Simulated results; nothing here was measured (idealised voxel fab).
This is a process module. Its name is voxel transistor to metal.
Shown is cross-section cut, with a width of 150 nm and square cells of size 5 nm.
Cross-sections here: square-cell grids, written as top-down lists of bands, a band being one or more rows of cells. Heads up on the band format: heights come first, top then bottom, in nm. After that it's the materials left to right, each with its width in nm. A single material flagged "all across" fills the whole band edge to edge, and "air" means there's empty space there. Height 0 is the level under which the wafer as received is all one material. The lowest band goes on downwards, as in "0..down". The two numbers in a width such as "30 to 40" mark its ends across the band: the first belongs to the top row of cells, the second to the bottom row, and from each row to the next the width moves by the same amount. Given "remains unaltered" for a step, no cell of the cross-section differs between before and after that step. This entry, "Voids lacking openings", enumerates those empty regions of no fewer than 8 cells that possess no open connection to the top. Each region is reported in the form width x height at distance, the distance being taken from the left edge, with all three quantities expressed in nm. Read whatever lies past the settings on a step's line as the simulator's own remark about the step. The "overlay nm" setting may appear on a step's line; for a step that uses a mask, it gives how far to the right of its planned position the mask lay, and a negative value indicates the left.
**The planned process steps are enumerated hereunder**
1: RECEIVE: material Si
2: OXIDIZE: depth nm 5
3: CONFORMAL_DEP: material SiN, thk nm 10
4: MASKED_ETCH: tone cover, mask id ACTIVE, width nm 115, etch materials SiN, depth nm 10, overlay nm 0
5: MASKED_ETCH: tone cover, mask id ACTIVE, width nm 115, etch materials SiO2, depth nm 5, overlay nm 0
6: MASKED_ETCH: tone cover, mask id ACTIVE, width nm 115, etch materials Si, depth nm 20, overlay nm 0
7: FILL_DEP: material SiO2, thk nm 15
8: CMP: height nm 10
9: SELECTIVE_ETCH: etch materials SiO2, depth nm 5
10: STRIP: etch materials SiN
11: SELECTIVE_ETCH: etch materials SiO2, depth nm 5
12: OXIDIZE: depth nm 5
13: DIRECTIONAL_DEP: material polySi, thk nm 30
14: DIRECTIONAL_DEP: material SiCN, thk nm 15
15: MASKED_ETCH: tone cover, mask id GATE, width nm 35, etch materials SiCN, depth nm 25, overlay nm 0
16: MASKED_ETCH: tone cover, mask id GATE, width nm 35, etch materials polySi, depth nm 40, overlay nm 0
17: CONFORMAL_DEP: material SiN, thk nm 5
18: DIRECTIONAL_ETCH: etch materials SiN, depth nm 5
19: DIRECTIONAL_ETCH: etch materials SiO2, depth nm 5
20: DIRECTIONAL_ETCH: etch materials Si, depth nm 5
21: EPI: material nSi, thk nm 5
22: FILL_DEP: material SiO2, thk nm 10
23: CMP: height nm 25
24: STRIP: etch materials polySi
25: SELECTIVE_ETCH: etch materials SiO2, depth nm 5
26: CONFORMAL_DEP: material HfO2, thk nm 5
27: CONFORMAL_DEP: material TiN, thk nm 5
28: FILL_DEP: material W, thk nm 5
29: CMP: height nm 20
30: DIRECTIONAL_DEP: material SiO2, thk nm 15
31: DIRECTIONAL_DEP: material aC, thk nm 15
32: PATTERN: tone open, mask id CONTACT, material resist, width nm 15, pitch nm 80, thk nm 30, overlay nm 0
33: DIRECTIONAL_ETCH: etch materials aC, depth nm 15
34: STRIP: etch materials resist
35: DIRECTIONAL_ETCH: etch materials SiO2, depth nm 45
36: STRIP: etch materials aC
37: CONFORMAL_DEP: material TiN, thk nm 5
38: FILL_DEP: material W, thk nm 10
39: CMP: height nm 35
40: DIRECTIONAL_DEP: material TiN, thk nm 5
41: DIRECTIONAL_DEP: material Ru, thk nm 25
42: PATTERN: tone cover, mask id METAL_1, material resist, width nm 15, pitch nm 80, thk nm 15, overlay nm 0
43: DIRECTIONAL_ETCH: etch materials Ru, depth nm 25
44: DIRECTIONAL_ETCH: etch materials TiN, depth nm 5
45: STRIP: etch materials resist
46: FILL_DEP: material lowk, thk nm 10
47: CMP: height nm 65
48: CONFORMAL_DEP: material SiN, thk nm 5
**Here's what the wafer looked like in cross-section when it arrived - that's after step 1**
  0..down | Si all across
  Voids lacking openings: none
**Cross-section, end of module. Start: as above. Plan: as above. Execution: one mistake**
  70..65 | SiN all across
  65..40 | lowk 25 | Ru 15 | lowk 65 | Ru 15 | lowk 30
  40..35 | lowk 25 | TiN 15 | lowk 65 | TiN 15 | lowk 30
  35..25 | W 20 | TiN 5 | SiO2 15 | TiN 5 | W 55 | TiN 5 | SiO2 15 | TiN 5 | W 25
  25..20 | W 20 | TiN 5 | SiO2 15 | TiN 65 | SiO2 15 | TiN 5 | W 25
  20..5 | W 20 | TiN 5 | SiO2 15 | TiN 10 | SiN 5 | HfO2 5 | TiN 5 | W 15 | TiN 5 | HfO2 5 | SiN 5 | TiN 10 | SiO2 15 | TiN 5 | W 25
  5..0 | W 5 | TiN 20 | SiO2 15 | TiN 10 | SiN 5 | HfO2 5 | TiN 5 | W 15 | TiN 5 | HfO2 5 | SiN 5 | TiN 10 | SiO2 15 | TiN 20 | W 10
  0..-5 | W 5 | TiN 5 | SiN 5 | TiN 10 | SiO2 15 | TiN 10 | SiN 5 | HfO2 5 | TiN 25 | HfO2 5 | SiN 5 | TiN 10 | SiO2 15 | TiN 10 | SiN 5 | TiN 5 | W 10
  -5..-10 | TiN 10 | SiO2 5 | TiN 10 | SiO2 15 | TiN 5 | nSi 5 | HfO2 45 | nSi 5 | TiN 5 | SiO2 15 | TiN 10 | SiO2 5 | TiN 15
  -10..-15 | SiO2 15 | nSi 35 | Si 45 | nSi 35 | SiO2 20
  -15..-25 | SiO2 15 | Si 115 | SiO2 20
  -25..down | Si all across
  Voids lacking openings: none
Error vs. plan: step 32 changed vs plan, executed as PATTERN: tone cover, mask id CONTACT, material resist, width nm 15, pitch nm 80, thk nm 30, overlay nm 0
